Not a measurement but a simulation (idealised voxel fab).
Proc. module: voxel local oxidation
cross-section cut | 240 nm wide | cells 5 nm
Cross-sections here: square-cell grids, written as top-down lists of bands, a band being one or more rows of cells. It is stipulated that each band's entry specify, in nanometres, the height of the top of the band and then that of its bottom, followed by the materials of the band in left-to-right sequence, each together with its width in nanometres. A single material marked by the word "throughout" is understood to fill the band from edge to edge; the word "air" is understood to denote empty space. A quick word on heights: they are counted from 0, and under that level the wafer as it came to us is one material throughout. The lowest band is different from the rest in having no bottom; it simply continues downward, written as in "from 0 down". Per-row width for "30->40": begins at first number (top row of band), ends at second number (bottom row), increment between rows held constant. Given "changes: none" for a step, no cell of the cross-section differs between before and after that step. "Listed closed voids" contains a list of empty spaces, each no smaller than 8 cells and without an open way to the top, written in the form width x height at distance with the distance from the left edge and all three in nm. Formally, on a step line, whatever follows the settings is a remark that the simulator itself makes on the step. overlay nm: right-of-plan distance of the mask on a masked step; negative values mean left-of-plan.

The steps planned for the process are as follows:
1,RECEIVE: material Si
2,CONFORMAL_DEP: material SiO2, thk nm 5
3,CONFORMAL_DEP: material SiN, thk nm 10
4,DIRECTIONAL_DEP: material aC, thk nm 15
5,PATTERN: tone cover, mask id ACTIVE, material resist, width nm 115, thk nm 30, overlay nm 0
6,DIRECTIONAL_ETCH: etch materials aC, depth nm 15
7,STRIP: etch materials resist
8,DIRECTIONAL_ETCH: etch materials SiN, depth nm 10
9,STRIP: etch materials aC
10,SELECTIVE_ETCH: etch materials SiO2, depth nm 5
11,OXIDIZE: depth nm 10
12,STRIP: etch materials SiN

Incoming wafer, cross-sectional view, post step 1:
- from 0 down | Si throughout
- Listed closed voids: none

Cross-section, end of module. Start: as above. Plan: as above. Execution: one mistake:
- from 5 to 0 | air=65 / SiO2=110 / air=65
- from 0 to -10 | SiO2=75 / Si=90 / SiO2=75
- from -10 down | Si throughout
- Listed closed voids: none
Deviation from plan: step 5 did not use the planned setting and instead ran as PATTERN: tone cover, mask id ACTIVE, material resist, width nm 120, thk nm 30, overlay nm 0
